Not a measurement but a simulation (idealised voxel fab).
Title: Process Module voxel released beams
It is cross-section cut that appears here, measuring 290 nm in width, its square cells being 5 nm in size.
In what follows, cross-sections appear as grids of square cells, described through bands that run from the top down, where every band is one or more rows of cells. Look at the band entry: it leads with the top's height and the bottom's height in nm. Then it lists the materials left to right, with a width in nm for each. The word "edge to edge" on a single material says that material fills the band edge to edge. The word "air" is empty space. The reference from which all heights are counted is 0, the level beneath which the as-received wafer is entirely one material; the lowest band, having no lower bound, proceeds downward and is written after the example "0 down". The width entry "30->40" should be interpreted row by row: the top row of cells in the band takes the first number, the bottom row takes the second number, and the change between adjacent rows is uniform throughout. "all unchanged" -> step changed no cross-section cell. In "Voids, enclosed" the enclosed voids are listed, meaning empty spaces of 8 cells or larger without any opening to the top. The form is width x height at distance, distance from the left edge, units nm. On each step's line, the part that comes after the settings is the simulator's own comment on the step. For masked steps, "overlay nm" on the step line gives how far right of plan the mask actually lay; a minus sign means it lay to the left.

[Steps in the process plan]
- 1: RECEIVE, material Si
- 2: CONFORMAL_DEP, material Al2O3, thk nm 5
- 3: DIRECTIONAL_DEP, material SiO2, thk nm 15
- 4: PATTERN, tone open, mask id ANCHOR, material resist, width nm 25, thk nm 15, overlay nm 0
- 5: DIRECTIONAL_ETCH, etch materials SiO2, depth nm 15
- 6: STRIP, etch materials resist
- 7: CONFORMAL_DEP, material polySi, thk nm 10
- 8: MASKED_ETCH, tone cover, mask id BEAM, width nm 95, etch materials polySi, depth nm 10, overlay nm 0
- 9: STRIP, etch materials SiO2

[Cross-section of the wafer as it came to us, i.e., already through step 1]
* 0 down: Si edge to edge
* Voids, enclosed: none

[Post-module cross-section of the first of two wafers (run per plan)]
* 30 to 20: air 95 nm / polySi 15 nm / air 5 nm / polySi 75 nm / air 100 nm
* 20 to 15: air 100 nm / polySi 10 nm / air 5 nm / polySi 10 nm / air 165 nm
* 15 to 5: air 100 nm / polySi 25 nm / air 165 nm
* 5 to 0: Al2O3 edge to edge
* 0 down: Si edge to edge
* Voids, enclosed: none

[What the second wafer looks like in cross-section once the module is done. Its start and its plan matched the first wafer's exactly; what differed was one mistake in how it was run]
* 30 to 20: air 95 nm / polySi 25 nm / air 5 nm / polySi 65 nm / air 100 nm
* 20 to 15: air 110 nm / polySi 10 nm / air 5 nm / polySi 10 nm / air 155 nm
* 15 to 5: air 110 nm / polySi 25 nm / air 155 nm
* 5 to 0: Al2O3 edge to edge
* 0 down: Si edge to edge
* Voids, enclosed: none
What went wrong in running the wafer? it should be noted that step 4 was executed with settings other than those planned, the operation and settings actually applied being PATTERN, tone open, mask id ANCHOR, material resist, width nm 25, thk nm 15, overlay nm 10
In the final comparison it is observed that the number of cells assigned to each material is identical for the two wafers, whereas their placement is not.
